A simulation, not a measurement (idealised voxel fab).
process module | voxel gate over fins
cross-section cut | 290 nm wide | cells 5 nm
A cross-section is a grid of square cells, given in bands from the top down. A band is one or more rows of cells.
Each band's line starts with the height of the band's top and of its bottom, in nm. Then come its materials from left to right, each with its width in nm. One material with "throughout" fills the band from edge to edge. "air" is empty space.
Height 0 is the level under which the wafer as received is all one material. The lowest band goes on downwards, as in "0 down".
A width such as "30 to 40" changes by the same amount from each row of cells to the next, from the band's top row to its bottom row.
"no change" after a step means that no cell of the cross-section changed.
closed voids: empty space of 8 cells or more with no open way to the top, each as width x height at its distance from the left edge, in nm
after a step's settings: what the simulator itself notes on the step
overlay nm, on a step with a mask: how far to the right of its planned place the mask lay; to the left if negative
plan
1 op RECEIVE | material Si
2 op CONFORMAL_DEP | material SiN | thk nm 5
3 op MASKED_ETCH | tone cover | mask id FINS | width nm 15 | pitch nm 35 | etch materials SiN | depth nm 5 | overlay nm 0
4 op MASKED_ETCH | tone cover | mask id FINS | width nm 15 | pitch nm 35 | etch materials Si | depth nm 35 | overlay nm 0
5 op FILL_DEP | material SiO2 | thk nm 5
6 op CMP | height nm 5
7 op SELECTIVE_ETCH | etch materials SiO2 | depth nm 15
8 op STRIP | etch materials SiN
9 op CONFORMAL_DEP | material HfO2 | thk nm 5
10 op CONFORMAL_DEP | material TiN | thk nm 5
11 op FILL_DEP | material W | thk nm 15
12 op CMP | height nm 20
13 op CONFORMAL_DEP | material SiCN | thk nm 5
as received, after step 1
  0 down: Si throughout
  closed voids: none
a wafer at the end: this start, this plan, one mistake
  25 to 20: SiCN throughout
  20 to 10: W throughout
  10 to 5: W 110 | TiN 70 | W 110
  5 to 0: W 110 | TiN 5 | HfO2 25 | TiN 10 | HfO2 25 | TiN 5 | W 110
  0 to -15: W 110 | TiN 5 | HfO2 5 | Si 15 | HfO2 5 | TiN 10 | HfO2 5 | Si 15 | HfO2 5 | TiN 5 | W 110
  -15 to -20: TiN 115 | HfO2 5 | Si 15 | HfO2 5 | TiN 10 | HfO2 5 | Si 15 | HfO2 5 | TiN 115
  -20 to -25: HfO2 120 | Si 15 | HfO2 20 | Si 15 | HfO2 120
  -25 to -35: SiO2 120 | Si 15 | SiO2 20 | Si 15 | SiO2 120
  -35 down: Si throughout
  closed voids: none
what went wrong: step 7 was run twice
